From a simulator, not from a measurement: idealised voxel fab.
The process module presented herein is designated voxel tone inversion.
This is section cut - it's 200 nm across, gridded in 5 nm square cells.
In this document a cross-section is written as a grid of square cells. It is given as a series of bands, listed from the top down, and a band is one or more rows of cells. Within each band entry, the heights of the top and of the bottom of the band appear first, in that order and in nm; the materials of the band then follow from left to right, each with its corresponding width in nm. The designation "full width" on a single material indicates that it fills the band from edge to edge; the designation "empty" indicates empty space. Measure heights from 0. That's the level where, below it, the as-received wafer is all one material. The lowest band is bottomless and extends downward; write it as in "0 nm and below". Per-row width for "30->40": begins at first number (top row of band), ends at second number (bottom row), increment between rows held constant. A step reported as "no modification" is a step in which no cell of the cross-section changed. Empty spaces counting at least 8 cells and having no open way to the top are listed in "Tabulated closed voids". The notation width x height at distance is used for each, the distance being from the left edge and all three values in nm. What comes after the settings on a step's line is commentary from the simulator itself on that step. If you see "overlay nm" on a step's line and that step has a mask, it's telling you how far right of where it was planned the mask ended up; a negative number means it went left instead.
Process steps foreseen in the plan
1. RECEIVE [material Si]
2. CONFORMAL_DEP [material SiCN] [thk nm 5]
3. DIRECTIONAL_DEP [material polySi] [thk nm 25]
4. PATTERN [tone cover] [mask id POSTS] [material resist] [width nm 25] [pitch nm 45] [thk nm 30] [overlay nm 0]
5. DIRECTIONAL_ETCH [etch materials polySi] [depth nm 25]
6. STRIP [etch materials resist]
7. FILL_DEP [material lowk] [thk nm 10]
8. CMP [height nm 30]
9. STRIP [etch materials polySi]
10. CONFORMAL_DEP [material TiN] [thk nm 5]
11. FILL_DEP [material Cu] [thk nm 10]
12. CMP [height nm 30]
13. CONFORMAL_DEP [material SiN] [thk nm 5]
Cross-section of the wafer upon arrival, representing the state reached after step 1
  0 nm and below = Si full width
  Tabulated closed voids: none
First of two wafers, end-of-module section, run followed plan
  35 nm to 30 nm = SiN full width
  30 nm to 10 nm = lowk 40 nm / TiN 5 nm / Cu 15 nm / TiN 5 nm / lowk 20 nm / TiN 5 nm / Cu 15 nm / TiN 5 nm / lowk 20 nm / TiN 5 nm / Cu 15 nm / TiN 5 nm / lowk 45 nm
  10 nm to 5 nm = lowk 40 nm / TiN 25 nm / lowk 20 nm / TiN 25 nm / lowk 20 nm / TiN 25 nm / lowk 45 nm
  5 nm to 0 nm = SiCN full width
  0 nm and below = Si full width
  Tabulated closed voids: none
Cross-section at end of module for the second wafer of two, which matched the first in starting point and plan and differed by one mistake in its processing
  35 nm to 30 nm = SiN full width
  30 nm to 10 nm = Cu 35 nm / TiN 5 nm / lowk 25 nm / TiN 5 nm / Cu 10 nm / TiN 5 nm / lowk 25 nm / TiN 5 nm / Cu 10 nm / TiN 5 nm / lowk 25 nm / TiN 5 nm / Cu 40 nm
  10 nm to 5 nm = TiN 40 nm / lowk 25 nm / TiN 20 nm / lowk 25 nm / TiN 20 nm / lowk 25 nm / TiN 45 nm
  5 nm to 0 nm = SiCN full width
  0 nm and below = Si full width
  Tabulated closed voids: none
Want to know what went wrong? step 4 was not run as planned; what actually ran was PATTERN [tone open] [mask id POSTS] [material resist] [width nm 25] [pitch nm 45] [thk nm 30] [overlay nm 0]
Heads up, by the end the second wafer has more or fewer cells of some materials compared to the first: 40 more of Cu, 10 more of TiN, 50 fewer of lowk
